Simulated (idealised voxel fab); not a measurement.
A process module follows: voxel self aligned vias.
265 nm wide, 5 nm square cells: that's cross-section cut.
The cross-sections in this document take the form of a grid made of square cells. They are written out as bands, in order from top to bottom. Each band consists of one or more rows of cells. Heights first: top, then bottom, in nm. Then materials, left to right, each with a width in nm. "throughout" on a single material: fills the band edge to edge. "air": empty space. Basically, 0 is our baseline, since under it the wafer straight out of the box is all one material. The bottom band has no lower end and keeps on going down, so it looks like "z 0 and below". Top row gets the first number, bottom row gets the second, and each row in between changes by the same step: that is how a band width like "30->40" works. "no alteration", as given for a step, is the statement that not any cell of the cross-section underwent a change during that step. The list in "Enclosed void catalog" covers empty spaces of 8 cells or more that cannot reach the top through any open way, and it gives each as width x height at distance; the distance is from the left edge, and width, height and distance are in nm. Heads up: the bit after the settings on a step's line is the simulator's remark on that step. The line of a step may include "overlay nm". On a step with a mask, this value is how far to the right of its planned place the mask lay. A negative value means the mask lay to the left.

-- Process steps (planned)
1. RECEIVE: material Si
2. CONFORMAL_DEP: material SiO2, thk nm 15
3. CONFORMAL_DEP: material SiCN, thk nm 5
4. DIRECTIONAL_DEP: material SiO2, thk nm 30
5. MASKED_ETCH: tone open, mask id LINES, width nm 25, pitch nm 70, etch materials SiO2, depth nm 30, overlay nm 0
6. CONFORMAL_DEP: material TiN, thk nm 5
7. FILL_DEP: material W, thk nm 10
8. CMP: height nm 50
9. SELECTIVE_ETCH: etch materials W Ru TiN, depth nm 10
10. FILL_DEP: material SiN, thk nm 10
11. CMP: height nm 50
12. DIRECTIONAL_DEP: material SiO2, thk nm 15
13. DIRECTIONAL_DEP: material aC, thk nm 10
14. PATTERN: tone open, mask id VIAS, material resist, width nm 45, pitch nm 70, thk nm 25, overlay nm 0
15. DIRECTIONAL_ETCH: etch materials aC, depth nm 10
16. STRIP: etch materials resist
17. DIRECTIONAL_ETCH: etch materials SiO2, depth nm 15
18. DIRECTIONAL_ETCH: etch materials SiN, depth nm 10
19. STRIP: etch materials aC
20. CONFORMAL_DEP: material TiN, thk nm 5
21. FILL_DEP: material W, thk nm 10
22. CMP: height nm 65
23. CONFORMAL_DEP: material SiCN, thk nm 5

-- This is the cross-section of the wafer as we received it, i.e. after step 1
z 0 and below  Si throughout
Enclosed void catalog: none

-- Figure: cross-sectional view of the wafer upon completion of the module, processed from the initial state and according to the plan depicted above, with one error introduced during execution
z 70 to 65  SiCN throughout
z 65 to 55  40 nm SiO2 / 5 nm TiN / 35 nm W / 5 nm TiN / 25 nm SiO2 / 5 nm TiN / 35 nm W / 5 nm TiN / 25 nm SiO2 / 5 nm TiN / 35 nm W / 5 nm TiN / 40 nm SiO2
z 55 to 45  40->50 nm SiO2 / 15->5 nm TiN / 15 nm W / 15->5 nm TiN / 25->45 nm SiO2 / 15->5 nm TiN / 15 nm W / 15->5 nm TiN / 25->45 nm SiO2 / 15->5 nm TiN / 15 nm W / 15->5 nm TiN / 40->50 nm SiO2
z 45 to 40  50 nm SiO2 / 25 nm TiN / 45 nm SiO2 / 25 nm TiN / 45 nm SiO2 / 25 nm TiN / 50 nm SiO2
z 40 to 35  50 nm SiO2 / 5 nm TiN / 15 nm W / 5 nm TiN / 45 nm SiO2 / 5 nm TiN / 15 nm W / 5 nm TiN / 45 nm SiO2 / 5 nm TiN / 15 nm W / 5 nm TiN / 50 nm SiO2
z 35 to 30  50 nm SiO2 / 25 nm TiN / 45 nm SiO2 / 25 nm TiN / 45 nm SiO2 / 25 nm TiN / 50 nm SiO2
z 30 to 15  SiCN throughout
z 15 to 0  SiO2 throughout
z 0 and below  Si throughout
Enclosed void catalog: none
Heads up, the wafer didn't run the way we planned it: step 3 changed vs plan, executed as CONFORMAL_DEP: material SiCN, thk nm 15
